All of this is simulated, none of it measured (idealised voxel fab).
process module | voxel quadruple lines
cross-section cut | 175 nm wide | cells 5 nm
A cross-section is a grid of square cells, given in bands from the top down. A band is one or more rows of cells.
Each band's line starts with the height of the band's top and of its bottom, in nm. Then come its materials from left to right, each with its width in nm. One material with "throughout" fills the band from edge to edge. "air" is empty space.
Height 0 is the level under which the wafer as received is all one material. The lowest band goes on downwards, as in "0 down".
A width such as "30 to 40" changes by the same amount from each row of cells to the next, from the band's top row to its bottom row.
"no change" after a step means that no cell of the cross-section changed.
closed voids: empty space of 8 cells or more with no open way to the top, each as width x height at its distance from the left edge, in nm
after a step's settings: what the simulator itself notes on the step
overlay nm, on a step with a mask: how far to the right of its planned place the mask lay; to the left if negative
plan
1 op RECEIVE | material Si
2 op CONFORMAL_DEP | material SiO2 | thk nm 10
3 op DIRECTIONAL_DEP | material TiN | thk nm 15
4 op DIRECTIONAL_DEP | material polySi | thk nm 20
5 op DIRECTIONAL_DEP | material aC | thk nm 25
6 op PATTERN | tone cover | mask id MANDREL | material resist | width nm 25 | pitch nm 80 | thk nm 30 | overlay nm 0
7 op DIRECTIONAL_ETCH | etch materials aC | depth nm 25
8 op STRIP | etch materials resist
9 op CONFORMAL_DEP | material SiO2 | thk nm 15
10 op DIRECTIONAL_ETCH | etch materials SiO2 | depth nm 15
11 op STRIP | etch materials aC
12 op DIRECTIONAL_ETCH | etch materials polySi | depth nm 20
13 op STRIP | etch materials SiO2
14 op CONFORMAL_DEP | material SiN | thk nm 5
15 op DIRECTIONAL_ETCH | etch materials SiN | depth nm 5
16 op STRIP | etch materials polySi
17 op DIRECTIONAL_ETCH | etch materials TiN | depth nm 15
18 op STRIP | etch materials SiN
19 op FILL_DEP | material lowk | thk nm 10
20 op CMP | height nm 25
first wafer, as planned
as received, after step 1
  0 down: Si throughout
  closed voids: none
after step 2
  10 to 0: SiO2 throughout
  below 0: unchanged
after step 3
  25 to 10: TiN throughout
  below 10: unchanged
after step 4
  45 to 25: polySi throughout
  below 25: unchanged
after step 5
  70 to 45: aC throughout
  below 45: unchanged
after step 6
  100 to 70: air 35 | resist 25 | air 55 | resist 25 | air 35
  below 70: unchanged
after step 7
  75 to 70: air 35 | resist 25 | air 55 | resist 25 | air 35
  70 to 45: air 35 | aC 25 | air 55 | aC 25 | air 35
  below 45: unchanged
after step 8
  70 to 45: air 35 | aC 25 | air 55 | aC 25 | air 35
  below 45: unchanged
after step 9
  85 to 70: air 20 | SiO2 55 | air 25 | SiO2 55 | air 20
  70 to 60: air 20 | SiO2 15 | aC 25 | SiO2 15 | air 25 | SiO2 15 | aC 25 | SiO2 15 | air 20
  60 to 45: SiO2 35 | aC 25 | SiO2 55 | aC 25 | SiO2 35
  below 45: unchanged
after step 10
  70 to 45: air 20 | SiO2 15 | aC 25 | SiO2 15 | air 25 | SiO2 15 | aC 25 | SiO2 15 | air 20
  below 45: unchanged
after step 11
  70 to 45: air 20 | SiO2 15 | air 25 | SiO2 15 | air 25 | SiO2 15 | air 25 | SiO2 15 | air 20
  below 45: unchanged
after step 12
  70 to 45: air 20 | SiO2 15 | air 25 | SiO2 15 | air 25 | SiO2 15 | air 25 | SiO2 15 | air 20
  45 to 25: air 20 | polySi 15 | air 25 | polySi 15 | air 25 | polySi 15 | air 25 | polySi 15 | air 20
  below 25: unchanged
after step 13
  45 to 25: air 20 | polySi 15 | air 25 | polySi 15 | air 25 | polySi 15 | air 25 | polySi 15 | air 20
  below 25: unchanged
after step 14
  50 to 45: air 15 | SiN 25 | air 15 | SiN 25 | air 15 | SiN 25 | air 15 | SiN 25 | air 15
  45 to 30: air 15 | SiN 5 | polySi 15 | SiN 5 | air 15 | SiN 5 | polySi 15 | SiN 5 | air 15 | SiN 5 | polySi 15 | SiN 5 | air 15 | SiN 5 | polySi 15 | SiN 5 | air 15
  30 to 25: SiN 20 | polySi 15 | SiN 25 | polySi 15 | SiN 25 | polySi 15 | SiN 25 | polySi 15 | SiN 20
  below 25: unchanged
after step 15
  45 to 25: air 15 | SiN 5 | polySi 15 | SiN 5 | air 15 | SiN 5 | polySi 15 | SiN 5 | air 15 | SiN 5 | polySi 15 | SiN 5 | air 15 | SiN 5 | polySi 15 | SiN 5 | air 15
  below 25: unchanged
after step 16
  45 to 25: air 15 | SiN 5 | air 15 | SiN 5 | air 15 | SiN 5 | air 15 | SiN 5 | air 15 | SiN 5 | air 15 | SiN 5 | air 15 | SiN 5 | air 15 | SiN 5 | air 15
  below 25: unchanged
after step 17
  45 to 25: air 15 | SiN 5 | air 15 | SiN 5 | air 15 | SiN 5 | air 15 | SiN 5 | air 15 | SiN 5 | air 15 | SiN 5 | air 15 | SiN 5 | air 15 | SiN 5 | air 15
  25 to 10: air 15 | TiN 5 | air 15 | TiN 5 | air 15 | TiN 5 | air 15 | TiN 5 | air 15 | TiN 5 | air 15 | TiN 5 | air 15 | TiN 5 | air 15 | TiN 5 | air 15
  below 10: unchanged
after step 18
  25 to 10: air 15 | TiN 5 | air 15 | TiN 5 | air 15 | TiN 5 | air 15 | TiN 5 | air 15 | TiN 5 | air 15 | TiN 5 | air 15 | TiN 5 | air 15 | TiN 5 | air 15
  below 10: unchanged
after step 19
  35 to 25: lowk throughout
  25 to 10: lowk 15 | TiN 5 | lowk 15 | TiN 5 | lowk 15 | TiN 5 | lowk 15 | TiN 5 | lowk 15 | TiN 5 | lowk 15 | TiN 5 | lowk 15 | TiN 5 | lowk 15 | TiN 5 | lowk 15
  below 10: unchanged
after step 20
  25 to 10: lowk 15 | TiN 5 | lowk 15 | TiN 5 | lowk 15 | TiN 5 | lowk 15 | TiN 5 | lowk 15 | TiN 5 | lowk 15 | TiN 5 | lowk 15 | TiN 5 | lowk 15 | TiN 5 | lowk 15
  below 10: unchanged
second wafer: like start, like plan, one mistake. Through step 1 it matches the first wafer
when step 2 should have ended: no change
when step 3 should have ended
  15 to 0: TiN throughout
  below 0: unchanged
when step 4 should have ended
  35 to 15: polySi throughout
  below 15: unchanged
when step 5 should have ended
  60 to 35: aC throughout
  below 35: unchanged
when step 6 should have ended
  90 to 60: air 35 | resist 25 | air 55 | resist 25 | air 35
  below 60: unchanged
when step 7 should have ended
  65 to 60: air 35 | resist 25 | air 55 | resist 25 | air 35
  60 to 35: air 35 | aC 25 | air 55 | aC 25 | air 35
  below 35: unchanged
when step 8 should have ended
  60 to 35: air 35 | aC 25 | air 55 | aC 25 | air 35
  below 35: unchanged
when step 9 should have ended
  75 to 60: air 20 | SiO2 55 | air 25 | SiO2 55 | air 20
  60 to 50: air 20 | SiO2 15 | aC 25 | SiO2 15 | air 25 | SiO2 15 | aC 25 | SiO2 15 | air 20
  50 to 35: SiO2 35 | aC 25 | SiO2 55 | aC 25 | SiO2 35
  below 35: unchanged
when step 10 should have ended
  60 to 35: air 20 | SiO2 15 | aC 25 | SiO2 15 | air 25 | SiO2 15 | aC 25 | SiO2 15 | air 20
  below 35: unchanged
when step 11 should have ended
  60 to 35: air 20 | SiO2 15 | air 25 | SiO2 15 | air 25 | SiO2 15 | air 25 | SiO2 15 | air 20
  below 35: unchanged
when step 12 should have ended
  60 to 35: air 20 | SiO2 15 | air 25 | SiO2 15 | air 25 | SiO2 15 | air 25 | SiO2 15 | air 20
  35 to 15: air 20 | polySi 15 | air 25 | polySi 15 | air 25 | polySi 15 | air 25 | polySi 15 | air 20
  below 15: unchanged
when step 13 should have ended
  35 to 15: air 20 | polySi 15 | air 25 | polySi 15 | air 25 | polySi 15 | air 25 | polySi 15 | air 20
  below 15: unchanged
when step 14 should have ended
  40 to 35: air 15 | SiN 25 | air 15 | SiN 25 | air 15 | SiN 25 | air 15 | SiN 25 | air 15
  35 to 20: air 15 | SiN 5 | polySi 15 | SiN 5 | air 15 | SiN 5 | polySi 15 | SiN 5 | air 15 | SiN 5 | polySi 15 | SiN 5 | air 15 | SiN 5 | polySi 15 | SiN 5 | air 15
  20 to 15: SiN 20 | polySi 15 | SiN 25 | polySi 15 | SiN 25 | polySi 15 | SiN 25 | polySi 15 | SiN 20
  below 15: unchanged
when step 15 should have ended
  35 to 15: air 15 | SiN 5 | polySi 15 | SiN 5 | air 15 | SiN 5 | polySi 15 | SiN 5 | air 15 | SiN 5 | polySi 15 | SiN 5 | air 15 | SiN 5 | polySi 15 | SiN 5 | air 15
  below 15: unchanged
when step 16 should have ended
  35 to 15: air 15 | SiN 5 | air 15 | SiN 5 | air 15 | SiN 5 | air 15 | SiN 5 | air 15 | SiN 5 | air 15 | SiN 5 | air 15 | SiN 5 | air 15 | SiN 5 | air 15
  below 15: unchanged
when step 17 should have ended
  35 to 15: air 15 | SiN 5 | air 15 | SiN 5 | air 15 | SiN 5 | air 15 | SiN 5 | air 15 | SiN 5 | air 15 | SiN 5 | air 15 | SiN 5 | air 15 | SiN 5 | air 15
  15 to 0: air 15 | TiN 5 | air 15 | TiN 5 | air 15 | TiN 5 | air 15 | TiN 5 | air 15 | TiN 5 | air 15 | TiN 5 | air 15 | TiN 5 | air 15 | TiN 5 | air 15
  below 0: unchanged
when step 18 should have ended
  15 to 0: air 15 | TiN 5 | air 15 | TiN 5 | air 15 | TiN 5 | air 15 | TiN 5 | air 15 | TiN 5 | air 15 | TiN 5 | air 15 | TiN 5 | air 15 | TiN 5 | air 15
  below 0: unchanged
when step 19 should have ended
  25 to 15: lowk throughout
  15 to 0: lowk 15 | TiN 5 | lowk 15 | TiN 5 | lowk 15 | TiN 5 | lowk 15 | TiN 5 | lowk 15 | TiN 5 | lowk 15 | TiN 5 | lowk 15 | TiN 5 | lowk 15 | TiN 5 | lowk 15
  below 0: unchanged
when step 20 should have ended: no change
what went wrong: step 2 was left out
at the end the second wafer has, in cells: 70 fewer of SiO2 | 70 more of lowk
